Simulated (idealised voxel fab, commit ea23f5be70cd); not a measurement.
This section sets out a process module, namely voxel self aligned contacts.
This is section cut - it's 300 nm across, gridded in 5 nm square cells.
Each cross-section below is a grid of square cells, stated as bands in top-down order, with one or more rows of cells making up each band. It is stipulated that each band's entry specify, in nanometres, the height of the top of the band and then that of its bottom, followed by the materials of the band in left-to-right sequence, each together with its width in nanometres. A single material marked by the word "throughout" is understood to fill the band from edge to edge; the word "empty" is understood to denote empty space. Height reference: 0 = level under which incoming wafer is all one material. Lowest band: no bottom, runs on downward, e.g. "from 0 down". It should be noted that a width expressed as "30->40" varies in equal increments from row to row of cells within the band, taking the value of the first number at the top row and that of the second number at the bottom row. Reading "nothing changed" for a step: not a cell of the cross-section changed in it. "Enclosed voids" enumerates empty spaces isolated from the top, with no open way to it, that contain at least 8 cells, giving each as width x height at distance from the left edge, all three in nm. It should be noted that, on the line of a given step, the content following the step's settings is a remark produced by the simulator itself with respect to that step. Among the settings permitted on a step's line is "overlay nm"; applied to a step with a mask, it specifies the extent to which the mask lay to the right of its planned position, whereas a negative figure signifies a position to the left.

The following list gives the planned process steps
1) RECEIVE, material Si
2) OXIDIZE, depth nm 5
3) DIRECTIONAL_DEP, material polySi, thk nm 30
4) DIRECTIONAL_DEP, material SiN, thk nm 20
5) DIRECTIONAL_DEP, material aC, thk nm 15
6) PATTERN, tone cover, mask id GATE, material resist, width nm 35, pitch nm 80, thk nm 35, overlay nm 0
7) DIRECTIONAL_ETCH, etch materials aC, depth nm 15
8) STRIP, etch materials resist
9) DIRECTIONAL_ETCH, etch materials SiN, depth nm 20
10) DIRECTIONAL_ETCH, etch materials polySi, depth nm 30
11) STRIP, etch materials aC
12) CONFORMAL_DEP, material SiN, thk nm 10
13) DIRECTIONAL_ETCH, etch materials SiN, depth nm 10
14) FILL_DEP, material SiO2, thk nm 20
15) CMP, height nm 60
16) PATTERN, tone open, mask id CONTACT, material resist, width nm 65, thk nm 15, overlay nm 0
17) DIRECTIONAL_ETCH, etch materials SiO2, depth nm 65
18) STRIP, etch materials resist
19) CONFORMAL_DEP, material TiN, thk nm 5
20) FILL_DEP, material W, thk nm 5
21) CMP, height nm 60
22) CONFORMAL_DEP, material SiN, thk nm 5

Step 1 complete: cross-section of the wafer as received
* from 0 down: Si throughout
* Enclosed voids: none

Cross-section taken at module completion on the first of two wafers; processed per the plan
* from 65 to 60: SiN throughout
* from 60 to 50: SiO2 115 / TiN 5->25 / W 55->15 / TiN 5->25 / SiO2 120
* from 50 to 30: SiO2 80 / SiN 55 / TiN 5 / W 15 / TiN 5 / SiN 55 / SiO2 85
* from 30 to 0: SiO2 80 / SiN 10 / polySi 35 / SiN 10 / TiN 5 / W 15 / TiN 5 / SiN 10 / polySi 35 / SiN 10 / SiO2 85
* from 0 to -5: SiO2 135 / TiN 25 / SiO2 140
* from -5 down: Si throughout
* Enclosed voids: none

Cross-sectional view: second of two wafers, end of module; start and plan identical to the first, one mistake in running
* from 65 to 60: SiN throughout
* from 60 to 50: SiO2 115 / TiN 5->25 / W 55->15 / TiN 5->25 / SiO2 120
* from 50 to 30: SiO2 80 / SiN 55 / TiN 5 / W 15 / TiN 5 / SiN 55 / SiO2 85
* from 30 to 15: SiO2 80 / SiN 10 / polySi 35 / SiN 10 / TiN 5 / W 15 / TiN 5 / SiN 10 / polySi 35 / SiN 10 / SiO2 85
* from 15 to 10: SiO2 80 / SiN 10 / polySi 35 / SiN 10 / TiN 25 / SiN 10 / polySi 35 / SiN 10 / SiO2 85
* from 10 to 0: SiN 90 / polySi 35 / SiN 45 / polySi 35 / SiN 95
* from 0 to -5: SiO2 throughout
* from -5 down: Si throughout
* Enclosed voids: none
In executing the process, a mistake was made relative to the plan: step 12 ran in the slot meant for step 13, and vice versa
Per the end-of-run cell counts, the second wafer holds more or fewer of some materials than the first: SiN: 76 more; SiO2: 61 fewer; TiN: 6 fewer; W: 9 fewer
